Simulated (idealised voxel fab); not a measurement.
A process module follows: voxel transistor to metal.
Pictured: cross-section cut, 285 nm wide, on a grid of 5 nm square cells.
Just so we're on the same page, the cross-sections are grids of square cells, and they're listed out in bands top to bottom, each band one or more rows deep.
Each band's line starts with the height of the band's top and of its bottom, in nm. Then come its materials from left to right, each with its width in nm. One material with "throughout" fills the band from edge to edge. "empty" is empty space.
A quick word on heights: they are counted from 0, and under that level the wafer as it came to us is one material throughout. The lowest band is different from the rest in having no bottom; it simply continues downward, written as in "0 down".
Read "30..40" as a graded width: first number on top, second number at the bottom, same change between each pair of neighbouring rows.
A step reported as "no alterations made" is a step in which no cell of the cross-section changed.
Enclosed voids (no open way to top), threshold 8 cells or more, entry "Closed void catalog", notation width x height at distance, distance from left edge, nm.
Step line, after settings: the simulator's comment on this step.
The "overlay nm" setting may appear on a step's line; for a step that uses a mask, it gives how far to the right of its planned position the mask lay, and a negative value indicates the left.
Process steps foreseen in the plan
1: RECEIVE [material Si]
2: OXIDIZE [depth nm 5]
3: CONFORMAL_DEP [material SiN] [thk nm 15]
4: MASKED_ETCH [tone cover] [mask id ACTIVE] [width nm 115] [pitch nm 140] [etch materials SiN] [depth nm 15] [overlay nm 0]
5: MASKED_ETCH [tone cover] [mask id ACTIVE] [width nm 115] [pitch nm 140] [etch materials SiO2] [depth nm 5] [overlay nm 0]
6: MASKED_ETCH [tone cover] [mask id ACTIVE] [width nm 115] [pitch nm 140] [etch materials Si] [depth nm 30] [overlay nm 0]
7: OXIDIZE [depth nm 5]
8: FILL_DEP [material SiO2] [thk nm 5]
9: CMP [height nm 15]
10: SELECTIVE_ETCH [etch materials SiO2] [depth nm 5]
11: STRIP [etch materials SiN]
12: SELECTIVE_ETCH [etch materials SiO2] [depth nm 5]
13: OXIDIZE [depth nm 5]
14: DIRECTIONAL_DEP [material polySi] [thk nm 20]
15: DIRECTIONAL_DEP [material SiCN] [thk nm 10]
16: DIRECTIONAL_DEP [material aC] [thk nm 15]
17: PATTERN [tone cover] [mask id GATE] [material resist] [width nm 25] [pitch nm 140] [thk nm 30] [overlay nm 0]
18: DIRECTIONAL_ETCH [etch materials aC] [depth nm 15]
19: STRIP [etch materials resist]
20: DIRECTIONAL_ETCH [etch materials SiCN] [depth nm 20]
21: DIRECTIONAL_ETCH [etch materials polySi] [depth nm 30]
22: STRIP [etch materials aC]
23: CONFORMAL_DEP [material SiN] [thk nm 10]
24: DIRECTIONAL_ETCH [etch materials SiN] [depth nm 10]
25: DIRECTIONAL_ETCH [etch materials SiO2] [depth nm 5]
26: DIRECTIONAL_ETCH [etch materials Si] [depth nm 15]
27: EPI [material SiGe] [thk nm 15]
28: FILL_DEP [material SiO2] [thk nm 5]
29: CMP [height nm 15]
30: STRIP [etch materials polySi]
31: SELECTIVE_ETCH [etch materials SiO2] [depth nm 5]
32: CONFORMAL_DEP [material HfO2] [thk nm 5]
33: CONFORMAL_DEP [material TiN] [thk nm 5]
34: FILL_DEP [material W] [thk nm 5]
35: CMP [height nm 10]
36: DIRECTIONAL_DEP [material SiO2] [thk nm 15]
37: MASKED_ETCH [tone open] [mask id CONTACT] [width nm 20] [etch materials SiO2] [depth nm 35] [overlay nm 0]
38: CONFORMAL_DEP [material TiN] [thk nm 5]
39: FILL_DEP [material Ru] [thk nm 5]
40: CMP [height nm 25]
41: CONFORMAL_DEP [material SiCN] [thk nm 5]
42: DIRECTIONAL_DEP [material SiO2] [thk nm 25]
43: DIRECTIONAL_DEP [material aC] [thk nm 10]
44: PATTERN [tone open] [mask id METAL_1] [material resist] [width nm 20] [thk nm 30] [overlay nm 0]
45: DIRECTIONAL_ETCH [etch materials aC] [depth nm 10]
46: STRIP [etch materials resist]
47: DIRECTIONAL_ETCH [etch materials SiO2] [depth nm 25]
48: DIRECTIONAL_ETCH [etch materials SiCN] [depth nm 5]
49: STRIP [etch materials aC]
50: CONFORMAL_DEP [material TiN] [thk nm 5]
51: FILL_DEP [material W] [thk nm 5]
52: CMP [height nm 55]
53: CONFORMAL_DEP [material SiCN] [thk nm 5]
54: DIRECTIONAL_DEP [material SiO2] [thk nm 25]
55: MASKED_ETCH [tone open] [mask id METAL_2_HOLES] [width nm 15] [pitch nm 140] [etch materials SiO2] [depth nm 25] [overlay nm 0]
56: DIRECTIONAL_DEP [material aC] [thk nm 10]
57: PATTERN [tone open] [mask id METAL_2] [material resist] [width nm 20] [pitch nm 140] [thk nm 25] [overlay nm 0]
58: DIRECTIONAL_ETCH [etch materials aC] [depth nm 10]
59: STRIP [etch materials resist]
60: DIRECTIONAL_ETCH [etch materials SiO2] [depth nm 15]
61: DIRECTIONAL_ETCH [etch materials SiCN] [depth nm 5]
62: STRIP [etch materials aC]
63: CONFORMAL_DEP [material TiN] [thk nm 5]
64: FILL_DEP [material Cu] [thk nm 5]
65: CMP [height nm 85]
66: CONFORMAL_DEP [material SiCN] [thk nm 5]
The thk nm used in step 38 is not the same on every wafer, whereas the starting condition is; the value printed in the plan is the first wafer's.
Cut through the first of several wafers as received, post step 1
  0 down: Si throughout
  Closed void catalog: none
Row per wafer, end-of-module: cell gain (+)/loss (-) by material since the wafer came in, then closed voids
thk nm 5 | +14 Cu | +26 HfO2 | +36 Ru | -276 Si | +149 SiCN | +108 SiGe | +40 SiN | +723 SiO2 | +162 TiN | +44 W | Closed void catalog: none
thk nm 10 | +14 Cu | +26 HfO2 | -276 Si | +149 SiCN | +108 SiGe | +40 SiN | +723 SiO2 | +198 TiN | +44 W | Closed void catalog: none
thk nm 15 | +14 Cu | +26 HfO2 | -276 Si | +149 SiCN | +108 SiGe | +40 SiN | +723 SiO2 | +198 TiN | +44 W | Closed void catalog: none
thk nm 20 | +14 Cu | +26 HfO2 | -276 Si | +149 SiCN | +108 SiGe | +40 SiN | +723 SiO2 | +198 TiN | +44 W | Closed void catalog: none
